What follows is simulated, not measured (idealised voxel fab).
The following process module bears the name voxel released beams.
Pictured: cross-section cut, 185 nm wide, on a grid of 5 nm square cells.
Format of a cross-section: grid, square cells. Given as bands. Order: top down. Band: one or more rows of cells. The entry gives the band's vertical extent as a top height and a bottom height in nm, then its horizontal make-up as materials from left to right, each with a width in nm. "air" stands for empty space; a single material marked "full width" fills the band edge to edge. All heights in this document are referenced to 0, defined as the level beneath which the wafer, as received, consists entirely of one material. The lowest band is not bounded below; it extends indefinitely downward and is written in the form "0 -> down". The width entry "30 to 40" should be interpreted row by row: the top row of cells in the band takes the first number, the bottom row takes the second number, and the change between adjacent rows is uniform throughout. For the purposes of this document, the phrase "stayed the same" attached to a step denotes that no cell within the cross-section was modified by that step. Under "Closed void entries" you'll find the enclosed gaps, the ones with no way out to the top, that are 8 cells or bigger; each reads width x height at distance, with distance counted from the left edge, everything in nm. The remark found on a step's line after its settings is issued by the simulator itself and pertains to that step. If you see "overlay nm" on a step's line and that step has a mask, it's telling you how far right of where it was planned the mask ended up; a negative number means it went left instead.
STEPS IN THE PROCESS PLAN
1. op RECEIVE | material Si
2. op CONFORMAL_DEP | material Al2O3 | thk nm 10
3. op DIRECTIONAL_DEP | material SiO2 | thk nm 20
4. op DIRECTIONAL_DEP | material aC | thk nm 10
5. op PATTERN | tone open | mask id ANCHOR | material resist | width nm 45 | thk nm 30 | overlay nm 0
6. op DIRECTIONAL_ETCH | etch materials aC | depth nm 10
7. op STRIP | etch materials resist
8. op DIRECTIONAL_ETCH | etch materials SiO2 | depth nm 20
9. op STRIP | etch materials aC
10. op CONFORMAL_DEP | material polySi | thk nm 15
11. op MASKED_ETCH | tone cover | mask id BEAM | width nm 110 | etch materials polySi | depth nm 15 | overlay nm 0
12. op STRIP | etch materials SiO2
CONCERNING THE FIRST OF TWO WAFERS, WHICH WAS RUN IN ACCORDANCE WITH THE PLAN
STEP 1 COMPLETE: CROSS-SECTION OF THE WAFER AS RECEIVED
- 0 -> down | Si full width
- Closed void entries: none
WAFER XSEC, POST STEP 2
- 10 -> 0 | Al2O3 full width
- Everything under 0 stays put, no change at all.
WAFER XSEC, POST STEP 3
- 30 -> 10 | SiO2 full width
- Everything under 10 stays put, no change at all.
WAFER XSEC, POST STEP 4
- 40 -> 30 | aC full width
- Everything under 30 stays put, no change at all.
WAFER XSEC, POST STEP 5
- 70 -> 40 | 40 of resist / 45 of air / 100 of resist
- Everything under 40 stays put, no change at all.
WAFER XSEC, POST STEP 6
- 60 -> 40 | 40 of resist / 45 of air / 100 of resist
- 40 -> 30 | 40 of aC / 45 of air / 100 of aC
- Everything under 30 stays put, no change at all.
WAFER XSEC, POST STEP 7
- 40 -> 30 | 40 of aC / 45 of air / 100 of aC
- Everything under 30 stays put, no change at all.
WAFER XSEC, POST STEP 8
- 40 -> 30 | 40 of aC / 45 of air / 100 of aC
- 30 -> 10 | 40 of SiO2 / 45 of air / 100 of SiO2
- Everything under 10 stays put, no change at all.
WAFER XSEC, POST STEP 9
- 30 -> 10 | 40 of SiO2 / 45 of air / 100 of SiO2
- Everything under 10 stays put, no change at all.
WAFER XSEC, POST STEP 10
- 45 -> 30 | 55 of polySi / 15 of air / 115 of polySi
- 30 -> 25 | 40 of SiO2 / 15 of polySi / 15 of air / 15 of polySi / 100 of SiO2
- 25 -> 10 | 40 of SiO2 / 45 of polySi / 100 of SiO2
- Everything under 10 stays put, no change at all.
WAFER XSEC, POST STEP 11
- 45 -> 30 | 35 of air / 20 of polySi / 15 of air / 75 of polySi / 40 of air
- Everything under 30 stays put, no change at all.
WAFER XSEC, POST STEP 12
- 45 -> 30 | 35 of air / 20 of polySi / 15 of air / 75 of polySi / 40 of air
- 30 -> 25 | 40 of air / 15 of polySi / 15 of air / 15 of polySi / 100 of air
- 25 -> 10 | 40 of air / 45 of polySi / 100 of air
- Everything under 10 stays put, no change at all.
SECOND OF TWO: SAME START, SAME PLAN, ONE RUN ERROR; STEPS UP TO AND INCLUDING 1 MATCH THE FIRST
Second wafer at the planned finish of step 2, seen in cross-section: stayed the same
SECOND WAFER AT THE PLANNED FINISH OF STEP 3, SEEN IN CROSS-SECTION
- 20 -> 0 | SiO2 full width
- Everything under 0 stays put, no change at all.
SECOND WAFER AT THE PLANNED FINISH OF STEP 4, SEEN IN CROSS-SECTION
- 30 -> 20 | aC full width
- Everything under 20 stays put, no change at all.
SECOND WAFER AT THE PLANNED FINISH OF STEP 5, SEEN IN CROSS-SECTION
- 60 -> 30 | 40 of resist / 45 of air / 100 of resist
- Everything under 30 stays put, no change at all.
SECOND WAFER AT THE PLANNED FINISH OF STEP 6, SEEN IN CROSS-SECTION
- 50 -> 30 | 40 of resist / 45 of air / 100 of resist
- 30 -> 20 | 40 of aC / 45 of air / 100 of aC
- Everything under 20 stays put, no change at all.
SECOND WAFER AT THE PLANNED FINISH OF STEP 7, SEEN IN CROSS-SECTION
- 30 -> 20 | 40 of aC / 45 of air / 100 of aC
- Everything under 20 stays put, no change at all.
SECOND WAFER AT THE PLANNED FINISH OF STEP 8, SEEN IN CROSS-SECTION
- 30 -> 20 | 40 of aC / 45 of air / 100 of aC
- 20 -> 0 | 40 of SiO2 / 45 of air / 100 of SiO2
- Everything under 0 stays put, no change at all.
SECOND WAFER AT THE PLANNED FINISH OF STEP 9, SEEN IN CROSS-SECTION
- 20 -> 0 | 40 of SiO2 / 45 of air / 100 of SiO2
- Everything under 0 stays put, no change at all.
SECOND WAFER AT THE PLANNED FINISH OF STEP 10, SEEN IN CROSS-SECTION
- 35 -> 20 | 55 of polySi / 15 of air / 115 of polySi
- 20 -> 15 | 40 of SiO2 / 15 of polySi / 15 of air / 15 of polySi / 100 of SiO2
- 15 -> 0 | 40 of SiO2 / 45 of polySi / 100 of SiO2
- Everything under 0 stays put, no change at all.
SECOND WAFER AT THE PLANNED FINISH OF STEP 11, SEEN IN CROSS-SECTION
- 35 -> 20 | 35 of air / 20 of polySi / 15 of air / 75 of polySi / 40 of air
- Everything under 20 stays put, no change at all.
SECOND WAFER AT THE PLANNED FINISH OF STEP 12, SEEN IN CROSS-SECTION
- 35 -> 20 | 35 of air / 20 of polySi / 15 of air / 75 of polySi / 40 of air
- 20 -> 15 | 40 of air / 15 of polySi / 15 of air / 15 of polySi / 100 of air
- 15 -> 0 | 40 of air / 45 of polySi / 100 of air
- Everything under 0 stays put, no change at all.
what went wrong: step 2 of the plan did not run at all; it was left out
Counted in cells at the end, the second wafer holds more or fewer of these materials than the first: -74 Al2O3
